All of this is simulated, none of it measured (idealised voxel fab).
process module | voxel fin reveal
cross-section cut | 250 nm wide | cells 5 nm
A cross-section is a grid of square cells, given in bands from the top down. A band is one or more rows of cells.
Each band's line starts with the height of the band's top and of its bottom, in nm. Then come its materials from left to right, each with its width in nm. One material with "throughout" fills the band from edge to edge. "air" is empty space.
Height 0 is the level under which the wafer as received is all one material. The lowest band goes on downwards, as in "0 down".
A width such as "30 to 40" changes by the same amount from each row of cells to the next, from the band's top row to its bottom row.
"no change" after a step means that no cell of the cross-section changed.
closed voids: empty space of 8 cells or more with no open way to the top, each as width x height at its distance from the left edge, in nm
after a step's settings: what the simulator itself notes on the step
overlay nm, on a step with a mask: how far to the right of its planned place the mask lay; to the left if negative
plan
1 op RECEIVE | material Si
2 op CONFORMAL_DEP | material SiN | thk nm 10
3 op DIRECTIONAL_DEP | material aC | thk nm 10
4 op PATTERN | tone cover | mask id FINS | material resist | width nm 15 | pitch nm 40 | thk nm 30 | overlay nm 0
5 op DIRECTIONAL_ETCH | etch materials aC | depth nm 10
6 op STRIP | etch materials resist
7 op DIRECTIONAL_ETCH | etch materials SiN | depth nm 10
8 op DIRECTIONAL_ETCH | etch materials Si | depth nm 40
9 op STRIP | etch materials aC
10 op FILL_DEP | material SiO2 | thk nm 10
11 op CMP | height nm 10
12 op SELECTIVE_ETCH | etch materials SiO2 | depth nm 30
13 op STRIP | etch materials SiN
as received, after step 1
  0 down: Si throughout
  closed voids: none
first wafer at the end, as planned
  0 to -20: air 75 | Si 15 | air 25 | Si 15 | air 25 | Si 15 | air 80
  -20 to -40: SiO2 75 | Si 15 | SiO2 25 | Si 15 | SiO2 25 | Si 15 | SiO2 80
  -40 down: Si throughout
  closed voids: none
second wafer at the end: like start, like plan, one mistake
  0 to -20: air 75 | Si 15 | air 25 | Si 15 | air 25 | Si 15 | air 80
  -20 to -30: SiO2 45 | air 30 | Si 15 | air 25 | Si 15 | air 25 | Si 15 | air 30 | SiO2 50
  -30 to -40: SiO2 75 | Si 15 | SiO2 25 | Si 15 | SiO2 25 | Si 15 | SiO2 80
  -40 down: Si throughout
  closed voids: none
what went wrong: steps 12 and 13 were swapped
at the end the second wafer has, in cells: 44 fewer of SiO2
